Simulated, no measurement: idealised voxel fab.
The name of this process module is voxel gate over fins.
Square cells of 5 nm make up the cross-section cut, whose width is 165 nm.
In what follows, cross-sections appear as grids of square cells, described through bands that run from the top down, where every band is one or more rows of cells. This entry defines a band. It first specifies the height of the band's top and the height of its bottom in nm, and then specifies the band's materials from left to right, stating each material with its width in nm. The word "all across" identifies a single material that fills the band from edge to edge, while the word "empty" identifies empty space. Ref level 0: as-received wafer is one material below here. Bottom band extends down with no lower bound ("top 0, no bottom"). So if you see something like "30->40" for the width, read it as the top row of the band sitting at the first number and the bottom row at the second, with every row in between moving by the same amount as the last. Where the words "no alterations made" appear for a step, the cross-section shows no cell changed by that step; every cell remained as before. For the entry "Enclosed internal cavities", the listed items are empty spaces with no open way to the top whose size is 8 cells or more; each item follows the pattern width x height at distance, where distance is from the left edge and all three are in nm. after a step's settings: what the simulator itself notes on the step. A step's line can hold "overlay nm"; with a mask on that step, the setting says how far right of the planned place the mask lay, while a negative setting says it lay to the left.
[plan]
1. RECEIVE with material Si
2. CONFORMAL_DEP with material SiN, thk nm 5
3. MASKED_ETCH with tone cover, mask id FINS, width nm 15, pitch nm 45, etch materials SiN, depth nm 5, overlay nm 0
4. MASKED_ETCH with tone cover, mask id FINS, width nm 15, pitch nm 45, etch materials Si, depth nm 30, overlay nm 0
5. OXIDIZE with depth nm 5
6. FILL_DEP with material SiO2, thk nm 10
7. CMP with height nm 5
8. SELECTIVE_ETCH with etch materials SiO2, depth nm 20
9. STRIP with etch materials SiN
10. CONFORMAL_DEP with material HfO2, thk nm 5
11. CONFORMAL_DEP with material TiN, thk nm 5
12. FILL_DEP with material W, thk nm 15
13. CMP with height nm 20
14. CONFORMAL_DEP with material SiN, thk nm 10
[As-received wafer cross-section (after step 1)]
top 0, no bottom = Si all across
Enclosed internal cavities: none
[Cross-section, end of module. Start: as above. Plan: as above. Execution: one mistake]
top 30, bottom 20 = SiN all across
top 20, bottom 10 = W all across
top 10, bottom 5 = W 25 nm / SiN 25 nm / W 20 nm / SiN 25 nm / W 20 nm / SiN 25 nm / W 25 nm
top 5, bottom 0 = W 25 nm / SiN 5 nm / HfO2 15 nm / SiN 5 nm / W 20 nm / SiN 5 nm / HfO2 15 nm / SiN 5 nm / W 20 nm / SiN 5 nm / HfO2 15 nm / SiN 5 nm / W 25 nm
top 0, bottom -5 = W 25 nm / SiN 5 nm / HfO2 5 nm / Si 5 nm / HfO2 5 nm / SiN 5 nm / W 20 nm / SiN 5 nm / HfO2 5 nm / Si 5 nm / HfO2 5 nm / SiN 5 nm / W 20 nm / SiN 5 nm / HfO2 5 nm / Si 5 nm / HfO2 5 nm / SiN 5 nm / W 25 nm
top -5, bottom -10 = SiN 30 nm / HfO2 5 nm / Si 5 nm / HfO2 5 nm / SiN 30 nm / HfO2 5 nm / Si 5 nm / HfO2 5 nm / SiN 30 nm / HfO2 5 nm / Si 5 nm / HfO2 5 nm / SiN 30 nm
top -10, bottom -15 = HfO2 35 nm / Si 5 nm / HfO2 40 nm / Si 5 nm / HfO2 40 nm / Si 5 nm / HfO2 35 nm
top -15, bottom -35 = SiO2 35 nm / Si 5 nm / SiO2 40 nm / Si 5 nm / SiO2 40 nm / Si 5 nm / SiO2 35 nm
top -35, no bottom = Si all across
Enclosed internal cavities: none
Diagnosis: step 11 ran differently from the plan; actual operation with settings: CONFORMAL_DEP with material SiN, thk nm 5
